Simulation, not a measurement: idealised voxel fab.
Documented hereafter: the process module known as voxel fin reveal.
For reference, the cross-section in this document is cut, with width 275 nm and square cells of 5 nm.
Cross-section format: a grid of square cells, given as bands from top to bottom; each band is one or more rows of cells.
This entry defines a band. It first specifies the height of the band's top and the height of its bottom in nm, and then specifies the band's materials from left to right, stating each material with its width in nm. The word "everywhere" identifies a single material that fills the band from edge to edge, while the word "empty" identifies empty space.
Where do heights start? At 0: under that level the wafer as delivered is made of one material only. And the lowest band has no floor; it just carries on downward, as in "0..down".
Graded width ("30..40"): value in top row of band = first number; value in bottom row = second number; row-to-row change constant.
For the purposes of this document, the phrase "remains unaltered" attached to a step denotes that no cell within the cross-section was modified by that step.
Enclosed void listing: empty space of 8 cells or more with no open way to the top, each as width x height at its distance from the left edge, in nm
Read whatever lies past the settings on a step's line as the simulator's own remark about the step.
When a step includes a mask, the "overlay nm" setting on its line states how far to the right of its planned place that mask lay, and negative values state how far to the left.

Set out below are the planned steps of the process
1,RECEIVE,material Si
2,CONFORMAL_DEP,material SiN,thk nm 5
3,MASKED_ETCH,tone cover,mask id FINS,width nm 15,pitch nm 35,etch materials SiN,depth nm 5,overlay nm 0
4,MASKED_ETCH,tone cover,mask id FINS,width nm 15,pitch nm 35,etch materials Si,depth nm 40,overlay nm 0
5,OXIDIZE,depth nm 5
6,FILL_DEP,material SiO2,thk nm 15
7,CMP,height nm 5
8,SELECTIVE_ETCH,etch materials SiO2,depth nm 20
9,STRIP,etch materials SiN

First of the two wafers, run per plan

Cross-section of the incoming wafer, state after step 1
0..down: Si everywhere
Enclosed void listing: none

You're looking at a cross-section of the wafer after step 2
5..0: SiN everywhere
Beneath the level 0, the cross-section is identical to its previous state.

You're looking at a cross-section of the wafer after step 3
5..0: empty: 75  SiN: 15  empty: 20  SiN: 15  empty: 20  SiN: 15  empty: 20  SiN: 15  empty: 80
Beneath the level 0, the cross-section is identical to its previous state.

You're looking at a cross-section of the wafer after step 4
5..0: empty: 75  SiN: 15  empty: 20  SiN: 15  empty: 20  SiN: 15  empty: 20  SiN: 15  empty: 80
0..-40: empty: 75  Si: 15  empty: 20  Si: 15  empty: 20  Si: 15  empty: 20  Si: 15  empty: 80
Beneath the level -40, the cross-section is identical to its previous state.

You're looking at a cross-section of the wafer after step 5
5..0: empty: 75  SiN: 15  empty: 20  SiN: 15  empty: 20  SiN: 15  empty: 20  SiN: 15  empty: 80
0..-40: empty: 75  SiO2: 5  Si: 5  SiO2: 5  empty: 20  SiO2: 5  Si: 5  SiO2: 5  empty: 20  SiO2: 5  Si: 5  SiO2: 5  empty: 20  SiO2: 5  Si: 5  SiO2: 5  empty: 80
-40..-45: SiO2: 80  Si: 5  SiO2: 30  Si: 5  SiO2: 30  Si: 5  SiO2: 30  Si: 5  SiO2: 85
Beneath the level -45, the cross-section is identical to its previous state.

You're looking at a cross-section of the wafer after step 6
20..5: SiO2 everywhere
5..0: SiO2: 75  SiN: 15  SiO2: 20  SiN: 15  SiO2: 20  SiN: 15  SiO2: 20  SiN: 15  SiO2: 80
0..-45: SiO2: 80  Si: 5  SiO2: 30  Si: 5  SiO2: 30  Si: 5  SiO2: 30  Si: 5  SiO2: 85
Beneath the level -45, the cross-section is identical to its previous state.

You're looking at a cross-section of the wafer after step 7
5..0: SiO2: 75  SiN: 15  SiO2: 20  SiN: 15  SiO2: 20  SiN: 15  SiO2: 20  SiN: 15  SiO2: 80
Beneath the level 0, the cross-section is identical to its previous state.

You're looking at a cross-section of the wafer after step 8
5..0: empty: 75  SiN: 15  empty: 20  SiN: 15  empty: 20  SiN: 15  empty: 20  SiN: 15  empty: 80
0..-15: empty: 80  Si: 5  empty: 30  Si: 5  empty: 30  Si: 5  empty: 30  Si: 5  empty: 85
Beneath the level -15, the cross-section is identical to its previous state.

You're looking at a cross-section of the wafer after step 9
0..-15: empty: 80  Si: 5  empty: 30  Si: 5  empty: 30  Si: 5  empty: 30  Si: 5  empty: 85
Beneath the level -15, the cross-section is identical to its previous state.

Wafer two. Identical start, identical plan. One mistake in execution. Identical history through step 3

Second wafer cross-section, taken as of the time the plan sets for step 4 to be done
5..0: empty: 75  SiN: 15  empty: 20  SiN: 15  empty: 20  SiN: 15  empty: 20  SiN: 15  empty: 80
0..-40: empty: 70  Si: 20  empty: 15  Si: 20  empty: 15  Si: 20  empty: 15  Si: 20  empty: 80
Beneath the level -40, the cross-section is identical to its previous state.

Second wafer cross-section, taken as of the time the plan sets for step 5 to be done
5..0: empty: 75  SiN: 15  empty: 20  SiN: 15  empty: 20  SiN: 15  empty: 20  SiN: 15  empty: 80
0..-5: empty: 70  SiO2: 10  Si: 5  SiO2: 5  empty: 15  SiO2: 10  Si: 5  SiO2: 5  empty: 15  SiO2: 10  Si: 5  SiO2: 5  empty: 15  SiO2: 10  Si: 5  SiO2: 5  empty: 80
-5..-40: empty: 70  SiO2: 5  Si: 10  SiO2: 5  empty: 15  SiO2: 5  Si: 10  SiO2: 5  empty: 15  SiO2: 5  Si: 10  SiO2: 5  empty: 15  SiO2: 5  Si: 10  SiO2: 5  empty: 80
-40..-45: SiO2: 75  Si: 10  SiO2: 25  Si: 10  SiO2: 25  Si: 10  SiO2: 25  Si: 10  SiO2: 85
Beneath the level -45, the cross-section is identical to its previous state.

Second wafer cross-section, taken as of the time the plan sets for step 6 to be done
20..5: SiO2 everywhere
5..0: SiO2: 75  SiN: 15  SiO2: 20  SiN: 15  SiO2: 20  SiN: 15  SiO2: 20  SiN: 15  SiO2: 80
0..-5: SiO2: 80  Si: 5  SiO2: 30  Si: 5  SiO2: 30  Si: 5  SiO2: 30  Si: 5  SiO2: 85
-5..-45: SiO2: 75  Si: 10  SiO2: 25  Si: 10  SiO2: 25  Si: 10  SiO2: 25  Si: 10  SiO2: 85
Beneath the level -45, the cross-section is identical to its previous state.

Second wafer cross-section, taken as of the time the plan sets for step 7 to be done
5..0: SiO2: 75  SiN: 15  SiO2: 20  SiN: 15  SiO2: 20  SiN: 15  SiO2: 20  SiN: 15  SiO2: 80
Beneath the level 0, the cross-section is identical to its previous state.

Second wafer cross-section, taken as of the time the plan sets for step 8 to be done
5..0: empty: 75  SiN: 15  empty: 20  SiN: 15  empty: 20  SiN: 15  empty: 20  SiN: 15  empty: 80
0..-5: empty: 80  Si: 5  empty: 30  Si: 5  empty: 30  Si: 5  empty: 30  Si: 5  empty: 85
-5..-15: empty: 75  Si: 10  empty: 25  Si: 10  empty: 25  Si: 10  empty: 25  Si: 10  empty: 85
Beneath the level -15, the cross-section is identical to its previous state.

Second wafer cross-section, taken as of the time the plan sets for step 9 to be done
0..-5: empty: 80  Si: 5  empty: 30  Si: 5  empty: 30  Si: 5  empty: 30  Si: 5  empty: 85
Beneath the level -5, the cross-section is identical to its previous state.
What was done differently from what was planned? step 4 did not use the planned setting and instead ran as MASKED_ETCH,tone cover,mask id FINS,width nm 15,pitch nm 35,etch materials Si,depth nm 40,overlay nm -5
Per the end-of-run cell counts, the second wafer holds more or fewer of some materials than the first: 32 more of Si, 24 fewer of SiO2
